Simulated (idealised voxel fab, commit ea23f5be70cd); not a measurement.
The following is a process module called voxel capacitor over wiring.
Shown is cross-section cut, with a width of 175 nm and square cells of size 5 nm.
How to read a cross-section here: the picture is a grid of square cells, written as bands going from the top down, and any band can span one or more rows of cells.
Band entry format. Leading values: height of top, height of bottom, nm. Remainder: materials in left-to-right order, each with its width in nm. Special words: "edge to edge" on a single material, which then fills the band edge to edge; "blank", empty space.
It should be noted that heights are counted from 0, beneath which the wafer as supplied is of one material throughout, and that the lowest band possesses no lower boundary but continues downward, as written in "0 -> down".
Per-row width for "30..40": begins at first number (top row of band), ends at second number (bottom row), increment between rows held constant.
"remained the same" -> step changed no cross-section cell.
Closed empty spaces (no open way to the top) of 8 cells or more are what "Enclosed cavity list" lists, each as width x height at distance from the left edge, nm for all three.
Formally, on a step line, whatever follows the settings is a remark that the simulator itself makes on the step.
overlay nm: where the mask lay relative to plan, measured to the right, on steps with a mask; negatives go left.

Intended process steps
1: RECEIVE,material Si
2: CONFORMAL_DEP,material SiO2,thk nm 15
3: DIRECTIONAL_DEP,material TiN,thk nm 5
4: DIRECTIONAL_DEP,material Ru,thk nm 20
5: DIRECTIONAL_DEP,material aC,thk nm 15
6: PATTERN,tone cover,mask id METAL_1,material resist,width nm 30,pitch nm 80,thk nm 35,overlay nm 0
7: DIRECTIONAL_ETCH,etch materials aC,depth nm 15
8: STRIP,etch materials resist
9: DIRECTIONAL_ETCH,etch materials Ru,depth nm 20
10: DIRECTIONAL_ETCH,etch materials TiN,depth nm 5
11: STRIP,etch materials aC
12: FILL_DEP,material lowk,thk nm 5
13: CMP,height nm 40
14: CONFORMAL_DEP,material SiCN,thk nm 5
15: DIRECTIONAL_DEP,material lowk,thk nm 20
16: DIRECTIONAL_DEP,material aC,thk nm 10
17: PATTERN,tone open,mask id PLUG_1,material resist,width nm 15,thk nm 25,overlay nm 0
18: DIRECTIONAL_ETCH,etch materials aC,depth nm 10
19: STRIP,etch materials resist
20: DIRECTIONAL_ETCH,etch materials lowk,depth nm 20
21: DIRECTIONAL_ETCH,etch materials SiCN,depth nm 5
22: STRIP,etch materials aC
23: CONFORMAL_DEP,material TiN,thk nm 5
24: FILL_DEP,material Ru,thk nm 5
25: CMP,height nm 65
26: DIRECTIONAL_DEP,material TiN,thk nm 10
27: DIRECTIONAL_DEP,material SiN,thk nm 5
28: DIRECTIONAL_DEP,material TiN,thk nm 10
29: DIRECTIONAL_DEP,material aC,thk nm 15
30: PATTERN,tone cover,mask id UPPER_PLATE,material resist,width nm 55,thk nm 30,overlay nm 0
31: DIRECTIONAL_ETCH,etch materials aC,depth nm 15
32: STRIP,etch materials resist
33: DIRECTIONAL_ETCH,etch materials TiN,depth nm 10
34: DIRECTIONAL_ETCH,etch materials SiN,depth nm 5
35: STRIP,etch materials aC
36: DIRECTIONAL_DEP,material aC,thk nm 10
37: PATTERN,tone cover,mask id LOWER_PLATE,material resist,width nm 65,thk nm 30,overlay nm 0
38: DIRECTIONAL_ETCH,etch materials aC,depth nm 10
39: STRIP,etch materials resist
40: DIRECTIONAL_ETCH,etch materials TiN,depth nm 10
41: STRIP,etch materials aC
42: FILL_DEP,material SiO2,thk nm 20
43: CMP,height nm 105
44: MASKED_ETCH,tone open,mask id PLUG_2,width nm 15,etch materials SiO2,depth nm 15,overlay nm 0
45: CONFORMAL_DEP,material TiN,thk nm 5
46: FILL_DEP,material Ru,thk nm 5
47: CMP,height nm 105
48: CONFORMAL_DEP,material SiCN,thk nm 5

First of the two wafers, run per plan

Cross-section of the wafer upon arrival, representing the state reached after step 1
> 0 -> down: Si edge to edge
> Enclosed cavity list: none

Cross-section of the wafer subsequent to step 2
> 15 -> 0: SiO2 edge to edge
> Under 0: no change, same as before.

Cross-section of the wafer subsequent to step 3
> 20 -> 15: TiN edge to edge
> Under 15: no change, same as before.

Cross-section of the wafer subsequent to step 4
> 40 -> 20: Ru edge to edge
> Under 20: no change, same as before.

Cross-section of the wafer subsequent to step 5
> 55 -> 40: aC edge to edge
> Under 40: no change, same as before.

Cross-section of the wafer subsequent to step 6
> 90 -> 55: blank 30, then resist 30, then blank 50, then resist 30, then blank 35
> Under 55: no change, same as before.

Cross-section of the wafer subsequent to step 7
> 75 -> 55: blank 30, then resist 30, then blank 50, then resist 30, then blank 35
> 55 -> 40: blank 30, then aC 30, then blank 50, then aC 30, then blank 35
> Under 40: no change, same as before.

Cross-section of the wafer subsequent to step 8
> 55 -> 40: blank 30, then aC 30, then blank 50, then aC 30, then blank 35
> Under 40: no change, same as before.

Cross-section of the wafer subsequent to step 9
> 55 -> 40: blank 30, then aC 30, then blank 50, then aC 30, then blank 35
> 40 -> 20: blank 30, then Ru 30, then blank 50, then Ru 30, then blank 35
> Under 20: no change, same as before.

Cross-section of the wafer subsequent to step 10
> 55 -> 40: blank 30, then aC 30, then blank 50, then aC 30, then blank 35
> 40 -> 20: blank 30, then Ru 30, then blank 50, then Ru 30, then blank 35
> 20 -> 15: blank 30, then TiN 30, then blank 50, then TiN 30, then blank 35
> Under 15: no change, same as before.

Cross-section of the wafer subsequent to step 11
> 40 -> 20: blank 30, then Ru 30, then blank 50, then Ru 30, then blank 35
> Under 20: no change, same as before.

Cross-section of the wafer subsequent to step 12
> 45 -> 40: lowk edge to edge
> 40 -> 20: lowk 30, then Ru 30, then lowk 50, then Ru 30, then lowk 35
> 20 -> 15: lowk 30, then TiN 30, then lowk 50, then TiN 30, then lowk 35
> Under 15: no change, same as before.

Cross-section of the wafer subsequent to step 13
> 40 -> 20: lowk 30, then Ru 30, then lowk 50, then Ru 30, then lowk 35
> Under 20: no change, same as before.

Cross-section of the wafer subsequent to step 14
> 45 -> 40: SiCN edge to edge
> Under 40: no change, same as before.

Cross-section of the wafer subsequent to step 15
> 65 -> 45: lowk edge to edge
> Under 45: no change, same as before.

Cross-section of the wafer subsequent to step 16
> 75 -> 65: aC edge to edge
> Under 65: no change, same as before.

Cross-section of the wafer subsequent to step 17
> 100 -> 75: resist 45, then blank 15, then resist 115
> Under 75: no change, same as before.

Cross-section of the wafer subsequent to step 18
> 90 -> 75: resist 45, then blank 15, then resist 115
> 75 -> 65: aC 45, then blank 15, then aC 115
> Under 65: no change, same as before.

Cross-section of the wafer subsequent to step 19
> 75 -> 65: aC 45, then blank 15, then aC 115
> Under 65: no change, same as before.

Cross-section of the wafer subsequent to step 20
> 75 -> 65: aC 45, then blank 15, then aC 115
> 65 -> 45: lowk 45, then blank 15, then lowk 115
> Under 45: no change, same as before.

Cross-section of the wafer subsequent to step 21
> 75 -> 65: aC 45, then blank 15, then aC 115
> 65 -> 45: lowk 45, then blank 15, then lowk 115
> 45 -> 40: SiCN 45, then blank 15, then SiCN 115
> Under 40: no change, same as before.

Cross-section of the wafer subsequent to step 22
> 65 -> 45: lowk 45, then blank 15, then lowk 115
> Under 45: no change, same as before.

Cross-section of the wafer subsequent to step 23
> 70 -> 65: TiN 50, then blank 5, then TiN 120
> 65 -> 45: lowk 45, then TiN 5, then blank 5, then TiN 5, then lowk 115
> 45 -> 40: SiCN 45, then TiN 15, then SiCN 115
> Under 40: no change, same as before.

Cross-section of the wafer subsequent to step 24
> 75 -> 70: Ru edge to edge
> 70 -> 65: TiN 50, then Ru 5, then TiN 120
> 65 -> 45: lowk 45, then TiN 5, then Ru 5, then TiN 5, then lowk 115
> Under 45: no change, same as before.

Cross-section of the wafer subsequent to step 25
> 65 -> 45: lowk 45, then TiN 5, then Ru 5, then TiN 5, then lowk 115
> Under 45: no change, same as before.

Cross-section of the wafer subsequent to step 26
> 75 -> 65: TiN edge to edge
> Under 65: no change, same as before.

Cross-section of the wafer subsequent to step 27
> 80 -> 75: SiN edge to edge
> Under 75: no change, same as before.

Cross-section of the wafer subsequent to step 28
> 90 -> 80: TiN edge to edge
> Under 80: no change, same as before.

Cross-section of the wafer subsequent to step 29
> 105 -> 90: aC edge to edge
> Under 90: no change, same as before.

Cross-section of the wafer subsequent to step 30
> 135 -> 105: blank 45, then resist 55, then blank 75
> Under 105: no change, same as before.

Cross-section of the wafer subsequent to step 31
> 120 -> 105: blank 45, then resist 55, then blank 75
> 105 -> 90: blank 45, then aC 55, then blank 75
> Under 90: no change, same as before.

Cross-section of the wafer subsequent to step 32
> 105 -> 90: blank 45, then aC 55, then blank 75
> Under 90: no change, same as before.

Cross-section of the wafer subsequent to step 33
> 105 -> 90: blank 45, then aC 55, then blank 75
> 90 -> 80: blank 45, then TiN 55, then blank 75
> Under 80: no change, same as before.

Cross-section of the wafer subsequent to step 34
> 105 -> 90: blank 45, then aC 55, then blank 75
> 90 -> 80: blank 45, then TiN 55, then blank 75
> 80 -> 75: blank 45, then SiN 55, then blank 75
> Under 75: no change, same as before.

Cross-section of the wafer subsequent to step 35
> 90 -> 80: blank 45, then TiN 55, then blank 75
> Under 80: no change, same as before.

Cross-section of the wafer subsequent to step 36
> 100 -> 90: blank 45, then aC 55, then blank 75
> 90 -> 85: blank 45, then TiN 55, then blank 75
> 85 -> 80: aC 45, then TiN 55, then aC 75
> 80 -> 75: aC 45, then SiN 55, then aC 75
> Under 75: no change, same as before.

Cross-section of the wafer subsequent to step 37
> 130 -> 100: blank 40, then resist 65, then blank 70
> 100 -> 90: blank 40, then resist 5, then aC 55, then resist 5, then blank 70
> 90 -> 85: blank 40, then resist 5, then TiN 55, then resist 5, then blank 70
> Under 85: no change, same as before.

Cross-section of the wafer subsequent to step 38
> 120 -> 100: blank 40, then resist 65, then blank 70
> 100 -> 90: blank 40, then resist 5, then aC 55, then resist 5, then blank 70
> 90 -> 85: blank 40, then resist 5, then TiN 55, then resist 5, then blank 70
> 85 -> 80: blank 40, then aC 5, then TiN 55, then aC 5, then blank 70
> 80 -> 75: blank 40, then aC 5, then SiN 55, then aC 5, then blank 70
> Under 75: no change, same as before.

Cross-section of the wafer subsequent to step 39
> 100 -> 90: blank 45, then aC 55, then blank 75
> 90 -> 85: blank 45, then TiN 55, then blank 75
> Under 85: no change, same as before.

Cross-section of the wafer subsequent to step 40
> 100 -> 90: blank 45, then aC 55, then blank 75
> 90 -> 85: blank 45, then TiN 55, then blank 75
> 85 -> 80: blank 40, then aC 5, then TiN 55, then aC 5, then blank 70
> 80 -> 75: blank 40, then aC 5, then SiN 55, then aC 5, then blank 70
> 75 -> 65: blank 40, then TiN 65, then blank 70
> Under 65: no change, same as before.

Cross-section of the wafer subsequent to step 41
> 90 -> 80: blank 45, then TiN 55, then blank 75
> 80 -> 75: blank 45, then SiN 55, then blank 75
> Under 75: no change, same as before.

Cross-section of the wafer subsequent to step 42
> 110 -> 90: SiO2 edge to edge
> 90 -> 80: SiO2 45, then TiN 55, then SiO2 75
> 80 -> 75: SiO2 45, then SiN 55, then SiO2 75
> 75 -> 65: SiO2 40, then TiN 65, then SiO2 70
> Under 65: no change, same as before.

Cross-section of the wafer subsequent to step 43
> 105 -> 90: SiO2 edge to edge
> Under 90: no change, same as before.

Cross-section of the wafer subsequent to step 44
> 105 -> 90: SiO2 55, then blank 15, then SiO2 105
> Under 90: no change, same as before.

Cross-section of the wafer subsequent to step 45
> 110 -> 105: TiN 60, then blank 5, then TiN 110
> 105 -> 95: SiO2 55, then TiN 5, then blank 5, then TiN 5, then SiO2 105
> 95 -> 90: SiO2 55, then TiN 15, then SiO2 105
> Under 90: no change, same as before.

Cross-section of the wafer subsequent to step 46
> 115 -> 110: Ru edge to edge
> 110 -> 105: TiN 60, then Ru 5, then TiN 110
> 105 -> 95: SiO2 55, then TiN 5, then Ru 5, then TiN 5, then SiO2 105
> Under 95: no change, same as before.

Cross-section of the wafer subsequent to step 47
> 105 -> 95: SiO2 55, then TiN 5, then Ru 5, then TiN 5, then SiO2 105
> Under 95: no change, same as before.

Cross-section of the wafer subsequent to step 48
> 110 -> 105: SiCN edge to edge
> Under 105: no change, same as before.

The Second Wafer: Common Origin and Plan, One Mistake in Execution, Identical to the First Through Step 43

Cross-section of the second wafer at the time step 44 of the plan should have ended
> 105 -> 90: SiO2 50, then blank 15, then SiO2 110
> Under 90: no change, same as before.

Cross-section of the second wafer at the time step 45 of the plan should have ended
> 110 -> 105: TiN 55, then blank 5, then TiN 115
> 105 -> 95: SiO2 50, then TiN 5, then blank 5, then TiN 5, then SiO2 110
> 95 -> 90: SiO2 50, then TiN 15, then SiO2 110
> Under 90: no change, same as before.

Cross-section of the second wafer at the time step 46 of the plan should have ended
> 115 -> 110: Ru edge to edge
> 110 -> 105: TiN 55, then Ru 5, then TiN 115
> 105 -> 95: SiO2 50, then TiN 5, then Ru 5, then TiN 5, then SiO2 110
> Under 95: no change, same as before.

Cross-section of the second wafer at the time step 47 of the plan should have ended
> 105 -> 95: SiO2 50, then TiN 5, then Ru 5, then TiN 5, then SiO2 110
> Under 95: no change, same as before.

Cross-section of the second wafer at the time step 48 of the plan should have ended
> 110 -> 105: SiCN edge to edge
> Under 105: no change, same as before.
The plan and the run diverged here: rather than as planned, step 44 actually ran as MASKED_ETCH,tone open,mask id PLUG_2,width nm 15,etch materials SiO2,depth nm 15,overlay nm -5
If you tally the cells, the second wafer ends up with the same amount of every material as the first; it's all just sitting in different places.
